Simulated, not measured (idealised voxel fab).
process module | voxel self aligned contacts
cross-section cut | 290 nm wide | cells 5 nm
A cross-section is a grid of square cells, given in bands from the top down. A band is one or more rows of cells.
Each band's line starts with the height of the band's top and of its bottom, in nm. Then come its materials from left to right, each with its width in nm. One material with "throughout" fills the band from edge to edge. "air" is empty space.
Height 0 is the level under which the wafer as received is all one material. The lowest band goes on downwards, as in "0 down".
A width such as "30 to 40" changes by the same amount from each row of cells to the next, from the band's top row to its bottom row.
"no change" after a step means that no cell of the cross-section changed.
closed voids: empty space of 8 cells or more with no open way to the top, each as width x height at its distance from the left edge, in nm
after a step's settings: what the simulator itself notes on the step
overlay nm, on a step with a mask: how far to the right of its planned place the mask lay; to the left if negative
plan
1 op RECEIVE | material Si
2 op CONFORMAL_DEP | material SiO2 | thk nm 5
3 op DIRECTIONAL_DEP | material polySi | thk nm 20
4 op DIRECTIONAL_DEP | material SiN | thk nm 25
5 op DIRECTIONAL_DEP | material aC | thk nm 15
6 op PATTERN | tone cover | mask id GATE | material resist | width nm 30 | pitch nm 65 | thk nm 35 | overlay nm -15
7 op DIRECTIONAL_ETCH | etch materials aC | depth nm 15
8 op STRIP | etch materials resist
9 op DIRECTIONAL_ETCH | etch materials SiN | depth nm 25
10 op DIRECTIONAL_ETCH | etch materials polySi | depth nm 20
11 op STRIP | etch materials aC
12 op CONFORMAL_DEP | material SiN | thk nm 10
13 op DIRECTIONAL_ETCH | etch materials SiN | depth nm 10
14 op FILL_DEP | material SiO2 | thk nm 15
15 op CMP | height nm 60
16 op DIRECTIONAL_DEP | material aC | thk nm 10
17 op PATTERN | tone open | mask id CONTACT | material resist | width nm 45 | pitch nm 65 | thk nm 25 | overlay nm 0
18 op DIRECTIONAL_ETCH | etch materials aC | depth nm 10
19 op STRIP | etch materials resist
20 op DIRECTIONAL_ETCH | etch materials SiO2 | depth nm 60
21 op STRIP | etch materials aC
22 op CONFORMAL_DEP | material TiN | thk nm 5
23 op FILL_DEP | material Ru | thk nm 10
24 op CMP | height nm 60
25 op CONFORMAL_DEP | material SiN | thk nm 5
varied across the wafers: overlay nm of step 6. The plan shows the first wafer's value. All wafers start alike
first wafer as received, after step 1
  0 down: Si throughout
  closed voids: none
first wafer at the end, after step 25
  65 to 60: SiN throughout
  60 to 50: SiO2 90 | TiN 5 | Ru 35 to 5 | TiN 5 to 35 | SiO2 20 | TiN 5 | Ru 35 to 5 | TiN 5 to 35 | SiO2 90
  50 to 25: SiO2 40 | SiN 50 | TiN 5 | Ru 5 | TiN 5 | SiN 50 | TiN 5 | Ru 5 | TiN 5 | SiN 50 | SiO2 70
  25 to 5: SiO2 40 | SiN 10 | polySi 30 | SiN 10 | TiN 5 | Ru 5 | TiN 5 | SiN 10 | polySi 30 | SiN 10 | TiN 5 | Ru 5 | TiN 5 | SiN 10 | polySi 30 | SiN 10 | SiO2 70
  5 to 0: SiO2 90 | TiN 15 | SiO2 50 | TiN 15 | SiO2 120
  0 down: Si throughout
  closed voids: none
last wafer at the end
  65 to 60: SiN throughout
  60 to 50: SiO2 90 | TiN 5 to 35 | Ru 35 to 5 | TiN 5 | SiO2 20 | TiN 5 to 35 | Ru 35 to 5 | TiN 5 | SiO2 90
  50 to 25: SiO2 70 | SiN 50 | TiN 5 | Ru 5 | TiN 5 | SiN 50 | TiN 5 | Ru 5 | TiN 5 | SiN 50 | SiO2 40
  25 to 5: SiO2 70 | SiN 10 | polySi 30 | SiN 10 | TiN 5 | Ru 5 | TiN 5 | SiN 10 | polySi 30 | SiN 10 | TiN 5 | Ru 5 | TiN 5 | SiN 10 | polySi 30 | SiN 10 | SiO2 40
  5 to 0: SiO2 120 | TiN 15 | SiO2 50 | TiN 15 | SiO2 90
  0 down: Si throughout
  closed voids: none
each wafer at the end: cells of each material gained (+) or lost (-) since it was received, then its closed voids
overlay nm -15 | +34 Ru | +256 SiN | +330 SiO2 | +62 TiN | +72 polySi | closed voids: none
overlay nm -10 | +34 Ru | +256 SiN | +330 SiO2 | +62 TiN | +72 polySi | closed voids: none
overlay nm -5 | +34 Ru | +256 SiN | +330 SiO2 | +62 TiN | +72 polySi | closed voids: none
overlay nm 0 | +34 Ru | +256 SiN | +330 SiO2 | +62 TiN | +72 polySi | closed voids: none
overlay nm 5 | +34 Ru | +256 SiN | +330 SiO2 | +62 TiN | +72 polySi | closed voids: none
overlay nm 10 | +34 Ru | +256 SiN | +330 SiO2 | +62 TiN | +72 polySi | closed voids: none
overlay nm 15 | +34 Ru | +256 SiN | +330 SiO2 | +62 TiN | +72 polySi | closed voids: none
